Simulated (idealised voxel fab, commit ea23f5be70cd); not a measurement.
This section sets out a process module, namely voxel released beams.
Pictured: cross-section cut, 200 nm wide, on a grid of 5 nm square cells.
Throughout this document, each cross-section is represented as a grid of square cells and is presented as a sequence of bands enumerated from the top downward, where a band comprises one or more rows of cells.
In this notation a band is specified by the heights of its top and bottom, in that order and in nm, after which its materials appear from left to right, each paired with its width in nm. The word "everywhere" attached to a single material means that material fills the band from edge to edge; the word "air" stands for empty space.
Below 0: as-received wafer, all one material; heights counted from there. Lowest band: no bottom, goes on down, written "z 0 and below".
Top row gets the first number, bottom row gets the second, and each row in between changes by the same step: that is how a band width like "30..40" works.
Where a step carries "no alteration", the cross-section came out of it unchanged, cell for cell.
Any empty space of 8 cells or more lacking an open way to the top shows up in "Entrapped voids" as width x height at distance, distance from the left edge, in nm.
What comes after the settings on a step's line is commentary from the simulator itself on that step.
Each step line may optionally specify "overlay nm", which for a step with a mask gives the rightward distance between the mask's planned place and where it lay, a negative value indicating the leftward direction.

**The planned process steps are enumerated hereunder**
1) RECEIVE (material Si)
2) CONFORMAL_DEP (material SiN; thk nm 10)
3) DIRECTIONAL_DEP (material SiO2; thk nm 10)
4) MASKED_ETCH (tone open; mask id ANCHOR; width nm 30; etch materials SiO2; depth nm 10; overlay nm 0)
5) CONFORMAL_DEP (material W; thk nm 10)
6) DIRECTIONAL_DEP (material aC; thk nm 15)
7) PATTERN (tone cover; mask id BEAM; material resist; width nm 90; thk nm 35; overlay nm 0)
8) DIRECTIONAL_ETCH (etch materials aC; depth nm 15)
9) STRIP (etch materials resist)
10) DIRECTIONAL_ETCH (etch materials W; depth nm 10)
11) STRIP (etch materials aC)
12) STRIP (etch materials SiO2)

**First of the two wafers, run per plan**

**Cross-section, incoming material, after step 1**
z 0 and below  Si everywhere
Entrapped voids: none

**Cross-section of the wafer subsequent to step 2**
z 10 to 0  SiN everywhere
Below 0, the layers are the same as they were.

**Cross-section of the wafer subsequent to step 3**
z 20 to 10  SiO2 everywhere
Below 10, the layers are the same as they were.

**Cross-section of the wafer subsequent to step 4**
z 20 to 10  SiO2 55 nm, then air 30 nm, then SiO2 115 nm
Below 10, the layers are the same as they were.

**Cross-section of the wafer subsequent to step 5**
z 30 to 20  W 65 nm, then air 10 nm, then W 125 nm
z 20 to 10  SiO2 55 nm, then W 30 nm, then SiO2 115 nm
Below 10, the layers are the same as they were.

**Cross-section of the wafer subsequent to step 6**
z 45 to 35  aC 65 nm, then air 10 nm, then aC 125 nm
z 35 to 30  aC everywhere
z 30 to 20  W 65 nm, then aC 10 nm, then W 125 nm
Below 20, the layers are the same as they were.

**Cross-section of the wafer subsequent to step 7**
z 80 to 45  air 50 nm, then resist 90 nm, then air 60 nm
z 45 to 35  aC 65 nm, then resist 10 nm, then aC 125 nm
Below 35, the layers are the same as they were.

**Cross-section of the wafer subsequent to step 8**
z 65 to 45  air 50 nm, then resist 90 nm, then air 60 nm
z 45 to 35  air 50 nm, then aC 15 nm, then resist 10 nm, then aC 65 nm, then air 60 nm
z 35 to 30  air 50 nm, then aC 90 nm, then air 60 nm
Below 30, the layers are the same as they were.

**Cross-section of the wafer subsequent to step 9**
z 45 to 35  air 50 nm, then aC 15 nm, then air 10 nm, then aC 65 nm, then air 60 nm
Below 35, the layers are the same as they were.

**Cross-section of the wafer subsequent to step 10**
z 45 to 35  air 50 nm, then aC 15 nm, then air 10 nm, then aC 65 nm, then air 60 nm
z 35 to 30  air 50 nm, then aC 90 nm, then air 60 nm
z 30 to 20  air 50 nm, then W 15 nm, then aC 10 nm, then W 65 nm, then air 60 nm
Below 20, the layers are the same as they were.

**Cross-section of the wafer subsequent to step 11**
z 30 to 20  air 50 nm, then W 15 nm, then air 10 nm, then W 65 nm, then air 60 nm
Below 20, the layers are the same as they were.

**Cross-section of the wafer subsequent to step 12**
z 30 to 20  air 50 nm, then W 15 nm, then air 10 nm, then W 65 nm, then air 60 nm
z 20 to 10  air 55 nm, then W 30 nm, then air 115 nm
Below 10, the layers are the same as they were.

**Second wafer, same starting state and plan as the first, one mistake in the run, identical through step 2**

The second wafer cut through, at the time step 3 was supposed to be finished: no alteration

The second wafer cut through, at the time step 4 was supposed to be finished: no alteration

**The second wafer cut through, at the time step 5 was supposed to be finished**
z 20 to 10  W everywhere
Below 10, the layers are the same as they were.

**The second wafer cut through, at the time step 6 was supposed to be finished**
z 35 to 20  aC everywhere
Below 20, the layers are the same as they were.

**The second wafer cut through, at the time step 7 was supposed to be finished**
z 70 to 35  air 50 nm, then resist 90 nm, then air 60 nm
Below 35, the layers are the same as they were.

**The second wafer cut through, at the time step 8 was supposed to be finished**
z 55 to 35  air 50 nm, then resist 90 nm, then air 60 nm
z 35 to 20  air 50 nm, then aC 90 nm, then air 60 nm
Below 20, the layers are the same as they were.

**The second wafer cut through, at the time step 9 was supposed to be finished**
z 35 to 20  air 50 nm, then aC 90 nm, then air 60 nm
Below 20, the layers are the same as they were.

**The second wafer cut through, at the time step 10 was supposed to be finished**
z 35 to 20  air 50 nm, then aC 90 nm, then air 60 nm
z 20 to 10  air 50 nm, then W 90 nm, then air 60 nm
Below 10, the layers are the same as they were.

**The second wafer cut through, at the time step 11 was supposed to be finished**
z 20 to 10  air 50 nm, then W 90 nm, then air 60 nm
Below 10, the layers are the same as they were.

The second wafer cut through, at the time step 12 was supposed to be finished: no alteration
what went wrong: plan step 3 was not performed, having been skipped
Final difference in cells, second wafer against first, listed per material as more or fewer: W: 8 fewer
